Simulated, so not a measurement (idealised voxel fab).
process module | voxel capacitor over wiring
Square cells of 5 nm make up the cross-section cut, whose width is 195 nm.
In what follows, cross-sections appear as grids of square cells, described through bands that run from the top down, where every band is one or more rows of cells. This entry defines a band. It first specifies the height of the band's top and the height of its bottom in nm, and then specifies the band's materials from left to right, stating each material with its width in nm. The word "throughout" identifies a single material that fills the band from edge to edge, while the word "air" identifies empty space. Counting heights begins at 0, where everything beneath is, in the wafer as received, one material. The lowest band has no bottom; it goes on downwards, as "0 -> down" shows. A width given as "30..40" starts at the first number in the band's top row and ends at the second number in its bottom row, shifting by an equal amount at every step from row to row. What does "no change" mean for a step? It means no cell of the cross-section changed in that step. "Unvented cavities": sealed empty spaces, 8 cells or more, no open way to top, listed width x height at distance, with distance from the left edge and width, height and distance in nm. after a step's settings: what the simulator itself notes on the step. A step line may carry the setting "overlay nm", which, for steps involving a mask, states the distance by which the mask lay to the right of its intended position; negative values denote displacement to the left.
**So here's the lineup of process steps we planned**
1. RECEIVE with material Si
2. CONFORMAL_DEP with material SiO2, thk nm 10
3. CONFORMAL_DEP with material SiCN, thk nm 5
4. DIRECTIONAL_DEP with material lowk, thk nm 15
5. PATTERN with tone open, mask id METAL_1, material resist, width nm 25, pitch nm 80, thk nm 15, overlay nm 0
6. DIRECTIONAL_ETCH with etch materials lowk, depth nm 15
7. DIRECTIONAL_ETCH with etch materials SiCN, depth nm 5
8. STRIP with etch materials resist
9. CONFORMAL_DEP with material TiN, thk nm 5
10. FILL_DEP with material Cu, thk nm 10
11. CMP with height nm 30
12. EPI with material Ru, thk nm 5
13. FILL_DEP with material SiCN, thk nm 5
14. DIRECTIONAL_DEP with material lowk, thk nm 10
15. MASKED_ETCH with tone open, mask id PLUG_1, width nm 15, etch materials lowk, depth nm 10, overlay nm 0
16. MASKED_ETCH with tone open, mask id PLUG_1, width nm 15, etch materials SiCN, depth nm 5, overlay nm 0
17. EPI with material Ru, thk nm 10
18. EPI with material Ru, thk nm 5
19. DIRECTIONAL_DEP with material TiN, thk nm 10
20. DIRECTIONAL_DEP with material SiN, thk nm 5
21. DIRECTIONAL_DEP with material TiN, thk nm 10
22. DIRECTIONAL_DEP with material aC, thk nm 10
23. PATTERN with tone cover, mask id UPPER_PLATE, material resist, width nm 60, thk nm 30, overlay nm 0
24. DIRECTIONAL_ETCH with etch materials aC, depth nm 10
25. STRIP with etch materials resist
26. DIRECTIONAL_ETCH with etch materials TiN, depth nm 10
27. DIRECTIONAL_ETCH with etch materials SiN, depth nm 5
28. STRIP with etch materials aC
29. MASKED_ETCH with tone cover, mask id LOWER_PLATE, width nm 70, etch materials TiN, depth nm 10, overlay nm 0
30. FILL_DEP with material SiO2, thk nm 15
31. CMP with height nm 85
32. PATTERN with tone open, mask id PLUG_2, material resist, width nm 15, thk nm 20, overlay nm 0
33. DIRECTIONAL_ETCH with etch materials SiO2, depth nm 10
34. STRIP with etch materials resist
35. CONFORMAL_DEP with material TiN, thk nm 5
36. FILL_DEP with material Cu, thk nm 5
37. CMP with height nm 85
38. CONFORMAL_DEP with material SiCN, thk nm 5
**Cross-sectional view of the wafer in its as-received condition, corresponding to the state after step 1**
* 0 -> down = Si throughout
* Unvented cavities: none
**Cross-section taken at module completion on the first of two wafers; processed per the plan**
* 90 -> 85 = SiCN throughout
* 85 -> 80 = SiO2: 65; TiN: 5; Cu: 5; TiN: 5; SiO2: 115
* 80 -> 75 = SiO2: 65; TiN: 15; SiO2: 115
* 75 -> 65 = SiO2: 55; TiN: 60; SiO2: 80
* 65 -> 60 = SiO2: 55; SiN: 60; SiO2: 80
* 60 -> 50 = SiO2: 50; TiN: 70; SiO2: 75
* 50 -> 40 = lowk: 55; Ru: 15; lowk: 125
* 40 -> 35 = SiCN: 55; Ru: 15; SiCN: 125
* 35 -> 30 = SiCN: 40; Ru: 35; SiCN: 45; Ru: 35; SiCN: 40
* 30 -> 15 = lowk: 45; TiN: 5; Cu: 15; TiN: 5; lowk: 55; TiN: 5; Cu: 15; TiN: 5; lowk: 45
* 15 -> 10 = SiCN: 45; TiN: 25; SiCN: 55; TiN: 25; SiCN: 45
* 10 -> 0 = SiO2 throughout
* 0 -> down = Si throughout
* Unvented cavities: none
**What the second wafer looks like in cross-section once the module is done. Its start and its plan matched the first wafer's exactly; what differed was one mistake in how it was run**
* 90 -> 85 = SiCN throughout
* 85 -> 75 = SiO2: 55; TiN: 25; SiO2: 115
* 75 -> 70 = SiO2: 55; SiN: 25; TiN: 35; SiO2: 80
* 70 -> 65 = SiO2: 50; TiN: 65; SiO2: 80
* 65 -> 60 = SiO2: 50; TiN: 30; SiN: 35; SiO2: 80
* 60 -> 50 = SiO2: 45; Ru: 35; TiN: 40; SiO2: 75
* 50 -> 40 = lowk: 55; Ru: 15; lowk: 125
* 40 -> 35 = SiCN: 55; Ru: 15; SiCN: 125
* 35 -> 30 = SiCN: 40; Ru: 35; SiCN: 45; Ru: 35; SiCN: 40
* 30 -> 15 = lowk: 45; TiN: 5; Cu: 15; TiN: 5; lowk: 55; TiN: 5; Cu: 15; TiN: 5; lowk: 45
* 15 -> 10 = SiCN: 45; TiN: 25; SiCN: 55; TiN: 25; SiCN: 45
* 10 -> 0 = SiO2 throughout
* 0 -> down = Si throughout
* Unvented cavities: none
It is concluded that the wafer was processed incorrectly with respect to the plan, in that step 17 in the plan was executed twice
Per the end-of-run cell counts, the second wafer holds more or fewer of some materials than the first: Cu: 1 fewer, Ru: 14 more, SiO2: 8 fewer, TiN: 5 fewer
